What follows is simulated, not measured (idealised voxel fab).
This is a process module. Its name is voxel released beams.
This is section cut - it's 215 nm across, gridded in 5 nm square cells.
In this document a cross-section is written as a grid of square cells. It is given as a series of bands, listed from the top down, and a band is one or more rows of cells.
Each band's line starts with the height of the band's top and of its bottom, in nm. Then come its materials from left to right, each with its width in nm. One material with "everywhere" fills the band from edge to edge. "blank" is empty space.
Counting heights begins at 0, where everything beneath is, in the wafer as received, one material. The lowest band has no bottom; it goes on downwards, as "from 0 down" shows.
The two numbers in a width such as "30..40" mark its ends across the band: the first belongs to the top row of cells, the second to the bottom row, and from each row to the next the width moves by the same amount.
No cell of the cross-section changed in a step that is given as "nothing different".
Voids not open to the top, 8 cells minimum: see "Unvented internal voids". Written width x height at distance; distance is from the left edge; nm.
That trailing text on a step's line, after the settings, is the simulator's own remark on the step.
Among the settings permitted on a step's line is "overlay nm"; applied to a step with a mask, it specifies the extent to which the mask lay to the right of its planned position, whereas a negative figure signifies a position to the left.

This section lists the process steps that were planned:
1: RECEIVE (material Si)
2: CONFORMAL_DEP (material SiN; thk nm 10)
3: DIRECTIONAL_DEP (material SiO2; thk nm 15)
4: PATTERN (tone open; mask id ANCHOR; material resist; width nm 45; thk nm 15; overlay nm 0)
5: DIRECTIONAL_ETCH (etch materials SiO2; depth nm 15)
6: STRIP (etch materials resist)
7: CONFORMAL_DEP (material W; thk nm 15)
8: MASKED_ETCH (tone cover; mask id BEAM; width nm 90; etch materials W; depth nm 15; overlay nm 0)
9: STRIP (etch materials SiO2)

Wafer, first of two, run as planned:

Cross-sectional view of the wafer in its as-received condition, corresponding to the state after step 1:
- from 0 down | Si everywhere
- Unvented internal voids: none

Wafer section view after processing step 2:
- from 10 to 0 | SiN everywhere
- For the remainder of the cross-section, below 0, there is no change.

Wafer section view after processing step 3:
- from 25 to 10 | SiO2 everywhere
- For the remainder of the cross-section, below 10, there is no change.

Wafer section view after processing step 4:
- from 40 to 25 | 65 nm resist | 45 nm blank | 105 nm resist
- For the remainder of the cross-section, below 25, there is no change.

Wafer section view after processing step 5:
- from 40 to 25 | 65 nm resist | 45 nm blank | 105 nm resist
- from 25 to 10 | 65 nm SiO2 | 45 nm blank | 105 nm SiO2
- For the remainder of the cross-section, below 10, there is no change.

Wafer section view after processing step 6:
- from 25 to 10 | 65 nm SiO2 | 45 nm blank | 105 nm SiO2
- For the remainder of the cross-section, below 10, there is no change.

Wafer section view after processing step 7:
- from 40 to 25 | 80 nm W | 15 nm blank | 120 nm W
- from 25 to 10 | 65 nm SiO2 | 45 nm W | 105 nm SiO2
- For the remainder of the cross-section, below 10, there is no change.

Wafer section view after processing step 8:
- from 40 to 25 | 60 nm blank | 20 nm W | 15 nm blank | 55 nm W | 65 nm blank
- For the remainder of the cross-section, below 25, there is no change.

Wafer section view after processing step 9:
- from 40 to 25 | 60 nm blank | 20 nm W | 15 nm blank | 55 nm W | 65 nm blank
- from 25 to 10 | 65 nm blank | 45 nm W | 105 nm blank
- For the remainder of the cross-section, below 10, there is no change.

The second wafer: identical to the first at the outset and in its planned sequence, differing only in that one mistake was made during processing; up to and including step 6, its path is the first wafer's path:

Cross-section of the second wafer corresponding to the planned conclusion of step 7:
- from 55 to 25 | W everywhere
- from 25 to 10 | 65 nm SiO2 | 45 nm W | 105 nm SiO2
- For the remainder of the cross-section, below 10, there is no change.

Cross-section of the second wafer corresponding to the planned conclusion of step 8:
- from 55 to 40 | 60 nm blank | 90 nm W | 65 nm blank
- For the remainder of the cross-section, below 40, there is no change.

Cross-section of the second wafer corresponding to the planned conclusion of step 9: nothing different
The plan and the run diverged here: twice over, step 7 of the plan was run
Materials where the second wafer ends with more or fewer cells than the first: 102 more of SiO2; 138 more of W
